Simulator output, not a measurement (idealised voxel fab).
Herein follows the process module entitled voxel ribs on slabs.
Cross-section cut spans 295 nm and uses square cells 5 nm in size.
Notation: cross-section as square-cell grid; stated in bands, top first, going down; one or more cell rows per band.
It is stipulated that each band's entry specify, in nanometres, the height of the top of the band and then that of its bottom, followed by the materials of the band in left-to-right sequence, each together with its width in nanometres. A single material marked by the word "edge to edge" is understood to fill the band from edge to edge; the word "empty" is understood to denote empty space.
The reference from which all heights are counted is 0, the level beneath which the as-received wafer is entirely one material; the lowest band, having no lower bound, proceeds downward and is written after the example "0 nm and below".
A width such as "30..40" changes by the same amount from each row of cells to the next, from the band's top row to its bottom row.
Step note "no change occurred" = no cross-section cell changed.
Entry "Closed void entries". Content: empty spaces with no open connection to the top, size 8 cells or greater. Each: width x height at distance. Distance: from left edge. Unit: nm.
If you see something after the settings on a step's line, that's the simulator's own remark about that step.
Among the settings permitted on a step's line is "overlay nm"; applied to a step with a mask, it specifies the extent to which the mask lay to the right of its planned position, whereas a negative figure signifies a position to the left.

Intended process steps
1 RECEIVE: material Si
2 DIRECTIONAL_DEP: material SiO2, thk nm 30
3 DIRECTIONAL_DEP: material polySi, thk nm 25
4 PATTERN: tone cover, mask id RIB, material resist, width nm 30, thk nm 20, overlay nm 0
5 DIRECTIONAL_ETCH: etch materials polySi, depth nm 15
6 STRIP: etch materials resist
7 MASKED_ETCH: tone cover, mask id SLAB, width nm 60, etch materials polySi, depth nm 10, overlay nm 0
8 FILL_DEP: material SiO2, thk nm 30
9 CMP: height nm 75
10 DIRECTIONAL_DEP: material W, thk nm 5
11 DIRECTIONAL_DEP: material aC, thk nm 10
12 PATTERN: tone cover, mask id HEATER, material resist, width nm 40, thk nm 25, overlay nm 0
13 DIRECTIONAL_ETCH: etch materials aC, depth nm 10
14 STRIP: etch materials resist
15 DIRECTIONAL_ETCH: etch materials W, depth nm 5
16 STRIP: etch materials aC
17 CONFORMAL_DEP: material SiO2, thk nm 10

Concerning the first of two wafers, which was run in accordance with the plan

Step 1 complete: cross-section of the wafer as received
  0 nm and below = Si edge to edge
  Closed void entries: none

Step 2 complete: cross-section through the wafer
  30 nm to 0 nm = SiO2 edge to edge
  For the remainder of the cross-section, below 0, there is no change.

Step 3 complete: cross-section through the wafer
  55 nm to 30 nm = polySi edge to edge
  For the remainder of the cross-section, below 30, there is no change.

Step 4 complete: cross-section through the wafer
  75 nm to 55 nm = empty 130, resist 30, empty 135
  For the remainder of the cross-section, below 55, there is no change.

Step 5 complete: cross-section through the wafer
  75 nm to 55 nm = empty 130, resist 30, empty 135
  55 nm to 40 nm = empty 130, polySi 30, empty 135
  For the remainder of the cross-section, below 40, there is no change.

Step 6 complete: cross-section through the wafer
  55 nm to 40 nm = empty 130, polySi 30, empty 135
  For the remainder of the cross-section, below 40, there is no change.

Step 7 complete: cross-section through the wafer
  55 nm to 40 nm = empty 130, polySi 30, empty 135
  40 nm to 30 nm = empty 115, polySi 60, empty 120
  For the remainder of the cross-section, below 30, there is no change.

Step 8 complete: cross-section through the wafer
  85 nm to 55 nm = SiO2 edge to edge
  55 nm to 40 nm = SiO2 130, polySi 30, SiO2 135
  40 nm to 30 nm = SiO2 115, polySi 60, SiO2 120
  For the remainder of the cross-section, below 30, there is no change.

Step 9 complete: cross-section through the wafer
  75 nm to 55 nm = SiO2 edge to edge
  For the remainder of the cross-section, below 55, there is no change.

Step 10 complete: cross-section through the wafer
  80 nm to 75 nm = W edge to edge
  For the remainder of the cross-section, below 75, there is no change.

Step 11 complete: cross-section through the wafer
  90 nm to 80 nm = aC edge to edge
  For the remainder of the cross-section, below 80, there is no change.

Step 12 complete: cross-section through the wafer
  115 nm to 90 nm = empty 125, resist 40, empty 130
  For the remainder of the cross-section, below 90, there is no change.

Step 13 complete: cross-section through the wafer
  105 nm to 90 nm = empty 125, resist 40, empty 130
  90 nm to 80 nm = empty 125, aC 40, empty 130
  For the remainder of the cross-section, below 80, there is no change.

Step 14 complete: cross-section through the wafer
  90 nm to 80 nm = empty 125, aC 40, empty 130
  For the remainder of the cross-section, below 80, there is no change.

Step 15 complete: cross-section through the wafer
  90 nm to 80 nm = empty 125, aC 40, empty 130
  80 nm to 75 nm = empty 125, W 40, empty 130
  For the remainder of the cross-section, below 75, there is no change.

Step 16 complete: cross-section through the wafer
  80 nm to 75 nm = empty 125, W 40, empty 130
  For the remainder of the cross-section, below 75, there is no change.

Step 17 complete: cross-section through the wafer
  90 nm to 85 nm = empty 115, SiO2 60, empty 120
  85 nm to 80 nm = SiO2 edge to edge
  80 nm to 75 nm = SiO2 125, W 40, SiO2 130
  For the remainder of the cross-section, below 75, there is no change.

The second wafer began exactly as the first did and followed the same plan, but one mistake was made while running it; through step 1 inclusive, the two wafers are identical

Cross-sectional view of the second wafer at the intended end time of process step 2
  60 nm to 0 nm = SiO2 edge to edge
  For the remainder of the cross-section, below 0, there is no change.

Cross-sectional view of the second wafer at the intended end time of process step 3
  85 nm to 60 nm = polySi edge to edge
  For the remainder of the cross-section, below 60, there is no change.

Cross-sectional view of the second wafer at the intended end time of process step 4
  105 nm to 85 nm = empty 130, resist 30, empty 135
  For the remainder of the cross-section, below 85, there is no change.

Cross-sectional view of the second wafer at the intended end time of process step 5
  105 nm to 85 nm = empty 130, resist 30, empty 135
  85 nm to 70 nm = empty 130, polySi 30, empty 135
  For the remainder of the cross-section, below 70, there is no change.

Cross-sectional view of the second wafer at the intended end time of process step 6
  85 nm to 70 nm = empty 130, polySi 30, empty 135
  For the remainder of the cross-section, below 70, there is no change.

Cross-sectional view of the second wafer at the intended end time of process step 7
  85 nm to 70 nm = empty 130, polySi 30, empty 135
  70 nm to 60 nm = empty 115, polySi 60, empty 120
  For the remainder of the cross-section, below 60, there is no change.

Cross-sectional view of the second wafer at the intended end time of process step 8
  115 nm to 85 nm = SiO2 edge to edge
  85 nm to 70 nm = SiO2 130, polySi 30, SiO2 135
  70 nm to 60 nm = SiO2 115, polySi 60, SiO2 120
  For the remainder of the cross-section, below 60, there is no change.

Cross-sectional view of the second wafer at the intended end time of process step 9
  75 nm to 70 nm = SiO2 130, polySi 30, SiO2 135
  For the remainder of the cross-section, below 70, there is no change.

Cross-sectional view of the second wafer at the intended end time of process step 10
  80 nm to 75 nm = W edge to edge
  For the remainder of the cross-section, below 75, there is no change.

Cross-sectional view of the second wafer at the intended end time of process step 11
  90 nm to 80 nm = aC edge to edge
  For the remainder of the cross-section, below 80, there is no change.

Cross-sectional view of the second wafer at the intended end time of process step 12
  115 nm to 90 nm = empty 125, resist 40, empty 130
  For the remainder of the cross-section, below 90, there is no change.

Cross-sectional view of the second wafer at the intended end time of process step 13
  105 nm to 90 nm = empty 125, resist 40, empty 130
  90 nm to 80 nm = empty 125, aC 40, empty 130
  For the remainder of the cross-section, below 80, there is no change.

Cross-sectional view of the second wafer at the intended end time of process step 14
  90 nm to 80 nm = empty 125, aC 40, empty 130
  For the remainder of the cross-section, below 80, there is no change.

Cross-sectional view of the second wafer at the intended end time of process step 15
  90 nm to 80 nm = empty 125, aC 40, empty 130
  80 nm to 75 nm = empty 125, W 40, empty 130
  For the remainder of the cross-section, below 75, there is no change.

Cross-sectional view of the second wafer at the intended end time of process step 16
  80 nm to 75 nm = empty 125, W 40, empty 130
  For the remainder of the cross-section, below 75, there is no change.

Cross-sectional view of the second wafer at the intended end time of process step 17
  90 nm to 85 nm = empty 115, SiO2 60, empty 120
  85 nm to 80 nm = SiO2 edge to edge
  80 nm to 75 nm = SiO2 125, W 40, SiO2 130
  For the remainder of the cross-section, below 75, there is no change.
Deviation from plan: yeah, plan step 2 got run twice
Counted in cells at the end, the second wafer holds more or fewer of these materials than the first: 12 more of SiO2, 12 fewer of polySi
